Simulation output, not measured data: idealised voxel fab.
Process module name: voxel capacitor over wiring
cross-section cut | 295 nm wide | cells 5 nm
Heads up, the way a cross-section reads in here is a grid of square cells, handed over as bands from the top down, with every band being one or more rows of cells.
Band: top height; bottom height; in nm. Then, left to right: material with width in nm, for each material. "full width": a single material spanning edge to edge. "blank": empty space.
Zero point of the height axis is 0; under it, received wafer = one material. Lowest band: continues down indefinitely, "top 0, no bottom".
The expression "30..40" gives the width at the extremes of the band, the first number at its top row of cells and the second at its bottom row, with the width changing by equal amounts from each row to the next in between.
Basically "no change occurred" means that step didn't change any cell in the cross-section.
"Entrapped void list" - sealed voids, min. 8 cells, no opening to top; format: width x height at distance (distance from left edge; nm throughout).
What comes after the settings on a step's line is commentary from the simulator itself on that step.
On any step carrying a mask, the "overlay nm" setting, if present on the step's line, tells how far right of its planned place the mask lay; negative values point to the left.
**Steps planned for the process**
step 1: RECEIVE [material Si]
step 2: CONFORMAL_DEP [material SiO2] [thk nm 15]
step 3: CONFORMAL_DEP [material SiCN] [thk nm 5]
step 4: DIRECTIONAL_DEP [material SiO2] [thk nm 25]
step 5: PATTERN [tone open] [mask id METAL_1] [material resist] [width nm 30] [pitch nm 95] [thk nm 20] [overlay nm 0]
step 6: DIRECTIONAL_ETCH [etch materials SiO2] [depth nm 25]
step 7: DIRECTIONAL_ETCH [etch materials SiCN] [depth nm 5]
step 8: STRIP [etch materials resist]
step 9: CONFORMAL_DEP [material TiN] [thk nm 5]
step 10: FILL_DEP [material Cu] [thk nm 10]
step 11: CMP [height nm 45]
step 12: CONFORMAL_DEP [material SiCN] [thk nm 5]
step 13: DIRECTIONAL_DEP [material SiO2] [thk nm 10]
step 14: MASKED_ETCH [tone open] [mask id PLUG_1] [width nm 15] [etch materials SiO2] [depth nm 10] [overlay nm 0]
step 15: MASKED_ETCH [tone open] [mask id PLUG_1] [width nm 15] [etch materials SiCN] [depth nm 5] [overlay nm 0]
step 16: EPI [material Ru] [thk nm 10]
step 17: EPI [material Ru] [thk nm 5]
step 18: DIRECTIONAL_DEP [material TiN] [thk nm 5]
step 19: DIRECTIONAL_DEP [material SiN] [thk nm 5]
step 20: DIRECTIONAL_DEP [material TiN] [thk nm 5]
step 21: MASKED_ETCH [tone cover] [mask id UPPER_PLATE] [width nm 70] [etch materials TiN] [depth nm 5] [overlay nm 0]
step 22: MASKED_ETCH [tone cover] [mask id UPPER_PLATE] [width nm 70] [etch materials SiN] [depth nm 5] [overlay nm 0]
step 23: DIRECTIONAL_DEP [material aC] [thk nm 15]
step 24: PATTERN [tone cover] [mask id LOWER_PLATE] [material resist] [width nm 80] [thk nm 35] [overlay nm 0]
step 25: DIRECTIONAL_ETCH [etch materials aC] [depth nm 15]
step 26: STRIP [etch materials resist]
step 27: DIRECTIONAL_ETCH [etch materials TiN] [depth nm 5]
step 28: STRIP [etch materials aC]
step 29: FILL_DEP [material SiO2] [thk nm 15]
step 30: CMP [height nm 85]
step 31: DIRECTIONAL_DEP [material aC] [thk nm 10]
step 32: PATTERN [tone open] [mask id PLUG_2] [material resist] [width nm 15] [thk nm 25] [overlay nm 0]
step 33: DIRECTIONAL_ETCH [etch materials aC] [depth nm 10]
step 34: STRIP [etch materials resist]
step 35: DIRECTIONAL_ETCH [etch materials SiO2] [depth nm 10]
step 36: STRIP [etch materials aC]
step 37: CONFORMAL_DEP [material TiN] [thk nm 5]
step 38: FILL_DEP [material Ru] [thk nm 5]
step 39: CMP [height nm 85]
step 40: CONFORMAL_DEP [material SiCN] [thk nm 5]
**The following pertains to the first of two wafers, which was processed as planned**
**as received, after step 1**
  top 0, no bottom | Si full width
  Entrapped void list: none
**After step 2: wafer cross-section**
  top 15, bottom 0 | SiO2 full width
  Rest of section, below 0: as before.
**After step 3: wafer cross-section**
  top 20, bottom 15 | SiCN full width
  Rest of section, below 15: as before.
**After step 4: wafer cross-section**
  top 45, bottom 20 | SiO2 full width
  Rest of section, below 20: as before.
**After step 5: wafer cross-section**
  top 65, bottom 45 | resist=85 / blank=30 / resist=65 / blank=30 / resist=85
  Rest of section, below 45: as before.
**After step 6: wafer cross-section**
  top 65, bottom 45 | resist=85 / blank=30 / resist=65 / blank=30 / resist=85
  top 45, bottom 20 | SiO2=85 / blank=30 / SiO2=65 / blank=30 / SiO2=85
  Rest of section, below 20: as before.
**After step 7: wafer cross-section**
  top 65, bottom 45 | resist=85 / blank=30 / resist=65 / blank=30 / resist=85
  top 45, bottom 20 | SiO2=85 / blank=30 / SiO2=65 / blank=30 / SiO2=85
  top 20, bottom 15 | SiCN=85 / blank=30 / SiCN=65 / blank=30 / SiCN=85
  Rest of section, below 15: as before.
**After step 8: wafer cross-section**
  top 45, bottom 20 | SiO2=85 / blank=30 / SiO2=65 / blank=30 / SiO2=85
  Rest of section, below 20: as before.
**After step 9: wafer cross-section**
  top 50, bottom 45 | TiN=90 / blank=20 / TiN=75 / blank=20 / TiN=90
  top 45, bottom 20 | SiO2=85 / TiN=5 / blank=20 / TiN=5 / SiO2=65 / TiN=5 / blank=20 / TiN=5 / SiO2=85
  top 20, bottom 15 | SiCN=85 / TiN=30 / SiCN=65 / TiN=30 / SiCN=85
  Rest of section, below 15: as before.
**After step 10: wafer cross-section**
  top 60, bottom 50 | Cu full width
  top 50, bottom 45 | TiN=90 / Cu=20 / TiN=75 / Cu=20 / TiN=90
  top 45, bottom 20 | SiO2=85 / TiN=5 / Cu=20 / TiN=5 / SiO2=65 / TiN=5 / Cu=20 / TiN=5 / SiO2=85
  Rest of section, below 20: as before.
**After step 11: wafer cross-section**
  top 45, bottom 20 | SiO2=85 / TiN=5 / Cu=20 / TiN=5 / SiO2=65 / TiN=5 / Cu=20 / TiN=5 / SiO2=85
  Rest of section, below 20: as before.
**After step 12: wafer cross-section**
  top 50, bottom 45 | SiCN full width
  Rest of section, below 45: as before.
**After step 13: wafer cross-section**
  top 60, bottom 50 | SiO2 full width
  Rest of section, below 50: as before.
**After step 14: wafer cross-section**
  top 60, bottom 50 | SiO2=100 / blank=15 / SiO2=180
  Rest of section, below 50: as before.
**After step 15: wafer cross-section**
  top 60, bottom 50 | SiO2=100 / blank=15 / SiO2=180
  top 50, bottom 45 | SiCN=100 / blank=15 / SiCN=180
  Rest of section, below 45: as before.
**After step 16: wafer cross-section**
  top 60, bottom 55 | SiO2=100 / blank=15 / SiO2=180
  top 55, bottom 50 | SiO2=100 / Ru=15 / SiO2=180
  top 50, bottom 45 | SiCN=100 / Ru=15 / SiCN=180
  Rest of section, below 45: as before.
**After step 17: wafer cross-section**
  top 60, bottom 50 | SiO2=100 / Ru=15 / SiO2=180
  Rest of section, below 50: as before.
**After step 18: wafer cross-section**
  top 65, bottom 60 | TiN full width
  Rest of section, below 60: as before.
**After step 19: wafer cross-section**
  top 70, bottom 65 | SiN full width
  Rest of section, below 65: as before.
**After step 20: wafer cross-section**
  top 75, bottom 70 | TiN full width
  Rest of section, below 70: as before.
**After step 21: wafer cross-section**
  top 75, bottom 70 | blank=100 / TiN=70 / blank=125
  Rest of section, below 70: as before.
**After step 22: wafer cross-section**
  top 75, bottom 70 | blank=100 / TiN=70 / blank=125
  top 70, bottom 65 | blank=100 / SiN=70 / blank=125
  Rest of section, below 65: as before.
**After step 23: wafer cross-section**
  top 90, bottom 80 | blank=100 / aC=70 / blank=125
  top 80, bottom 75 | aC full width
  top 75, bottom 70 | aC=100 / TiN=70 / aC=125
  top 70, bottom 65 | aC=100 / SiN=70 / aC=125
  Rest of section, below 65: as before.
**After step 24: wafer cross-section**
  top 125, bottom 90 | blank=95 / resist=80 / blank=120
  top 90, bottom 80 | blank=95 / resist=5 / aC=70 / resist=5 / blank=120
  Rest of section, below 80: as before.
**After step 25: wafer cross-section**
  top 110, bottom 90 | blank=95 / resist=80 / blank=120
  top 90, bottom 80 | blank=95 / resist=5 / aC=70 / resist=5 / blank=120
  top 80, bottom 75 | blank=95 / aC=80 / blank=120
  top 75, bottom 70 | blank=95 / aC=5 / TiN=70 / aC=5 / blank=120
  top 70, bottom 65 | blank=95 / aC=5 / SiN=70 / aC=5 / blank=120
  Rest of section, below 65: as before.
**After step 26: wafer cross-section**
  top 90, bottom 80 | blank=100 / aC=70 / blank=125
  Rest of section, below 80: as before.
**After step 27: wafer cross-section**
  top 90, bottom 80 | blank=100 / aC=70 / blank=125
  top 80, bottom 75 | blank=95 / aC=80 / blank=120
  top 75, bottom 70 | blank=95 / aC=5 / TiN=70 / aC=5 / blank=120
  top 70, bottom 65 | blank=95 / aC=5 / SiN=70 / aC=5 / blank=120
  top 65, bottom 60 | blank=95 / TiN=80 / blank=120
  Rest of section, below 60: as before.
**After step 28: wafer cross-section**
  top 75, bottom 70 | blank=100 / TiN=70 / blank=125
  top 70, bottom 65 | blank=100 / SiN=70 / blank=125
  Rest of section, below 65: as before.
**After step 29: wafer cross-section**
  top 90, bottom 75 | SiO2 full width
  top 75, bottom 70 | SiO2=100 / TiN=70 / SiO2=125
  top 70, bottom 65 | SiO2=100 / SiN=70 / SiO2=125
  top 65, bottom 60 | SiO2=95 / TiN=80 / SiO2=120
  Rest of section, below 60: as before.
**After step 30: wafer cross-section**
  top 85, bottom 75 | SiO2 full width
  Rest of section, below 75: as before.
**After step 31: wafer cross-section**
  top 95, bottom 85 | aC full width
  Rest of section, below 85: as before.
**After step 32: wafer cross-section**
  top 120, bottom 95 | resist=110 / blank=15 / resist=170
  Rest of section, below 95: as before.
**After step 33: wafer cross-section**
  top 110, bottom 95 | resist=110 / blank=15 / resist=170
  top 95, bottom 85 | aC=110 / blank=15 / aC=170
  Rest of section, below 85: as before.
**After step 34: wafer cross-section**
  top 95, bottom 85 | aC=110 / blank=15 / aC=170
  Rest of section, below 85: as before.
**After step 35: wafer cross-section**
  top 95, bottom 85 | aC=110 / blank=15 / aC=170
  top 85, bottom 75 | SiO2=110 / blank=15 / SiO2=170
  Rest of section, below 75: as before.
**After step 36: wafer cross-section**
  top 85, bottom 75 | SiO2=110 / blank=15 / SiO2=170
  Rest of section, below 75: as before.
**After step 37: wafer cross-section**
  top 90, bottom 85 | TiN=115 / blank=5 / TiN=175
  top 85, bottom 80 | SiO2=110 / TiN=5 / blank=5 / TiN=5 / SiO2=170
  top 80, bottom 70 | SiO2=110..100 / TiN=15..70 / SiO2=170..125
  Rest of section, below 70: as before.
**After step 38: wafer cross-section**
  top 95, bottom 90 | Ru full width
  top 90, bottom 85 | TiN=115 / Ru=5 / TiN=175
  top 85, bottom 80 | SiO2=110 / TiN=5 / Ru=5 / TiN=5 / SiO2=170
  Rest of section, below 80: as before.
**After step 39: wafer cross-section**
  top 85, bottom 80 | SiO2=110 / TiN=5 / Ru=5 / TiN=5 / SiO2=170
  Rest of section, below 80: as before.
**After step 40: wafer cross-section**
  top 90, bottom 85 | SiCN full width
  Rest of section, below 85: as before.
**The remaining wafer, second of the two, started like the first and was run to the same plan, except that one mistake was made along the way; the two coincide through step 1, inclusive**
**Planned end of step 2: second wafer, cross-section**
  top 30, bottom 0 | SiO2 full width
  Rest of section, below 0: as before.
**Planned end of step 3: second wafer, cross-section**
  top 35, bottom 30 | SiCN full width
  Rest of section, below 30: as before.
**Planned end of step 4: second wafer, cross-section**
  top 60, bottom 35 | SiO2 full width
  Rest of section, below 35: as before.
**Planned end of step 5: second wafer, cross-section**
  top 80, bottom 60 | resist=85 / blank=30 / resist=65 / blank=30 / resist=85
  Rest of section, below 60: as before.
**Planned end of step 6: second wafer, cross-section**
  top 80, bottom 60 | resist=85 / blank=30 / resist=65 / blank=30 / resist=85
  top 60, bottom 35 | SiO2=85 / blank=30 / SiO2=65 / blank=30 / SiO2=85
  Rest of section, below 35: as before.
**Planned end of step 7: second wafer, cross-section**
  top 80, bottom 60 | resist=85 / blank=30 / resist=65 / blank=30 / resist=85
  top 60, bottom 35 | SiO2=85 / blank=30 / SiO2=65 / blank=30 / SiO2=85
  top 35, bottom 30 | SiCN=85 / blank=30 / SiCN=65 / blank=30 / SiCN=85
  Rest of section, below 30: as before.
**Planned end of step 8: second wafer, cross-section**
  top 60, bottom 35 | SiO2=85 / blank=30 / SiO2=65 / blank=30 / SiO2=85
  Rest of section, below 35: as before.
**Planned end of step 9: second wafer, cross-section**
  top 65, bottom 60 | TiN=90 / blank=20 / TiN=75 / blank=20 / TiN=90
  top 60, bottom 35 | SiO2=85 / TiN=5 / blank=20 / TiN=5 / SiO2=65 / TiN=5 / blank=20 / TiN=5 / SiO2=85
  top 35, bottom 30 | SiCN=85 / TiN=30 / SiCN=65 / TiN=30 / SiCN=85
  Rest of section, below 30: as before.
**Planned end of step 10: second wafer, cross-section**
  top 75, bottom 65 | Cu full width
  top 65, bottom 60 | TiN=90 / Cu=20 / TiN=75 / Cu=20 / TiN=90
  top 60, bottom 35 | SiO2=85 / TiN=5 / Cu=20 / TiN=5 / SiO2=65 / TiN=5 / Cu=20 / TiN=5 / SiO2=85
  Rest of section, below 35: as before.
**Planned end of step 11: second wafer, cross-section**
  top 45, bottom 35 | SiO2=85 / TiN=5 / Cu=20 / TiN=5 / SiO2=65 / TiN=5 / Cu=20 / TiN=5 / SiO2=85
  Rest of section, below 35: as before.
**Planned end of step 12: second wafer, cross-section**
  top 50, bottom 45 | SiCN full width
  Rest of section, below 45: as before.
**Planned end of step 13: second wafer, cross-section**
  top 60, bottom 50 | SiO2 full width
  Rest of section, below 50: as before.
**Planned end of step 14: second wafer, cross-section**
  top 60, bottom 50 | SiO2=100 / blank=15 / SiO2=180
  Rest of section, below 50: as before.
**Planned end of step 15: second wafer, cross-section**
  top 60, bottom 50 | SiO2=100 / blank=15 / SiO2=180
  top 50, bottom 45 | SiCN=100 / blank=15 / SiCN=180
  Rest of section, below 45: as before.
**Planned end of step 16: second wafer, cross-section**
  top 60, bottom 55 | SiO2=100 / blank=15 / SiO2=180
  top 55, bottom 50 | SiO2=100 / Ru=15 / SiO2=180
  top 50, bottom 45 | SiCN=100 / Ru=15 / SiCN=180
  Rest of section, below 45: as before.
**Planned end of step 17: second wafer, cross-section**
  top 60, bottom 50 | SiO2=100 / Ru=15 / SiO2=180
  Rest of section, below 50: as before.
**Planned end of step 18: second wafer, cross-section**
  top 65, bottom 60 | TiN full width
  Rest of section, below 60: as before.
**Planned end of step 19: second wafer, cross-section**
  top 70, bottom 65 | SiN full width
  Rest of section, below 65: as before.
**Planned end of step 20: second wafer, cross-section**
  top 75, bottom 70 | TiN full width
  Rest of section, below 70: as before.
**Planned end of step 21: second wafer, cross-section**
  top 75, bottom 70 | blank=100 / TiN=70 / blank=125
  Rest of section, below 70: as before.
**Planned end of step 22: second wafer, cross-section**
  top 75, bottom 70 | blank=100 / TiN=70 / blank=125
  top 70, bottom 65 | blank=100 / SiN=70 / blank=125
  Rest of section, below 65: as before.
**Planned end of step 23: second wafer, cross-section**
  top 90, bottom 80 | blank=100 / aC=70 / blank=125
  top 80, bottom 75 | aC full width
  top 75, bottom 70 | aC=100 / TiN=70 / aC=125
  top 70, bottom 65 | aC=100 / SiN=70 / aC=125
  Rest of section, below 65: as before.
**Planned end of step 24: second wafer, cross-section**
  top 125, bottom 90 | blank=95 / resist=80 / blank=120
  top 90, bottom 80 | blank=95 / resist=5 / aC=70 / resist=5 / blank=120
  Rest of section, below 80: as before.
**Planned end of step 25: second wafer, cross-section**
  top 110, bottom 90 | blank=95 / resist=80 / blank=120
  top 90, bottom 80 | blank=95 / resist=5 / aC=70 / resist=5 / blank=120
  top 80, bottom 75 | blank=95 / aC=80 / blank=120
  top 75, bottom 70 | blank=95 / aC=5 / TiN=70 / aC=5 / blank=120
  top 70, bottom 65 | blank=95 / aC=5 / SiN=70 / aC=5 / blank=120
  Rest of section, below 65: as before.
**Planned end of step 26: second wafer, cross-section**
  top 90, bottom 80 | blank=100 / aC=70 / blank=125
  Rest of section, below 80: as before.
**Planned end of step 27: second wafer, cross-section**
  top 90, bottom 80 | blank=100 / aC=70 / blank=125
  top 80, bottom 75 | blank=95 / aC=80 / blank=120
  top 75, bottom 70 | blank=95 / aC=5 / TiN=70 / aC=5 / blank=120
  top 70, bottom 65 | blank=95 / aC=5 / SiN=70 / aC=5 / blank=120
  top 65, bottom 60 | blank=95 / TiN=80 / blank=120
  Rest of section, below 60: as before.
**Planned end of step 28: second wafer, cross-section**
  top 75, bottom 70 | blank=100 / TiN=70 / blank=125
  top 70, bottom 65 | blank=100 / SiN=70 / blank=125
  Rest of section, below 65: as before.
**Planned end of step 29: second wafer, cross-section**
  top 90, bottom 75 | SiO2 full width
  top 75, bottom 70 | SiO2=100 / TiN=70 / SiO2=125
  top 70, bottom 65 | SiO2=100 / SiN=70 / SiO2=125
  top 65, bottom 60 | SiO2=95 / TiN=80 / SiO2=120
  Rest of section, below 60: as before.
**Planned end of step 30: second wafer, cross-section**
  top 85, bottom 75 | SiO2 full width
  Rest of section, below 75: as before.
**Planned end of step 31: second wafer, cross-section**
  top 95, bottom 85 | aC full width
  Rest of section, below 85: as before.
**Planned end of step 32: second wafer, cross-section**
  top 120, bottom 95 | resist=110 / blank=15 / resist=170
  Rest of section, below 95: as before.
**Planned end of step 33: second wafer, cross-section**
  top 110, bottom 95 | resist=110 / blank=15 / resist=170
  top 95, bottom 85 | aC=110 / blank=15 / aC=170
  Rest of section, below 85: as before.
**Planned end of step 34: second wafer, cross-section**
  top 95, bottom 85 | aC=110 / blank=15 / aC=170
  Rest of section, below 85: as before.
**Planned end of step 35: second wafer, cross-section**
  top 95, bottom 85 | aC=110 / blank=15 / aC=170
  top 85, bottom 75 | SiO2=110 / blank=15 / SiO2=170
  Rest of section, below 75: as before.
**Planned end of step 36: second wafer, cross-section**
  top 85, bottom 75 | SiO2=110 / blank=15 / SiO2=170
  Rest of section, below 75: as before.
**Planned end of step 37: second wafer, cross-section**
  top 90, bottom 85 | TiN=115 / blank=5 / TiN=175
  top 85, bottom 80 | SiO2=110 / TiN=5 / blank=5 / TiN=5 / SiO2=170
  top 80, bottom 70 | SiO2=110..100 / TiN=15..70 / SiO2=170..125
  Rest of section, below 70: as before.
**Planned end of step 38: second wafer, cross-section**
  top 95, bottom 90 | Ru full width
  top 90, bottom 85 | TiN=115 / Ru=5 / TiN=175
  top 85, bottom 80 | SiO2=110 / TiN=5 / Ru=5 / TiN=5 / SiO2=170
  Rest of section, below 80: as before.
**Planned end of step 39: second wafer, cross-section**
  top 85, bottom 80 | SiO2=110 / TiN=5 / Ru=5 / TiN=5 / SiO2=170
  Rest of section, below 80: as before.
**Planned end of step 40: second wafer, cross-section**
  top 90, bottom 85 | SiCN full width
  Rest of section, below 85: as before.
What broke from the plan during processing? twice over, step 2 of the plan was run
It is noted that, at the conclusion of processing, the second wafer exhibits a higher or lower cell count for certain materials relative to the first: Cu -24, SiO2 +36, TiN -12
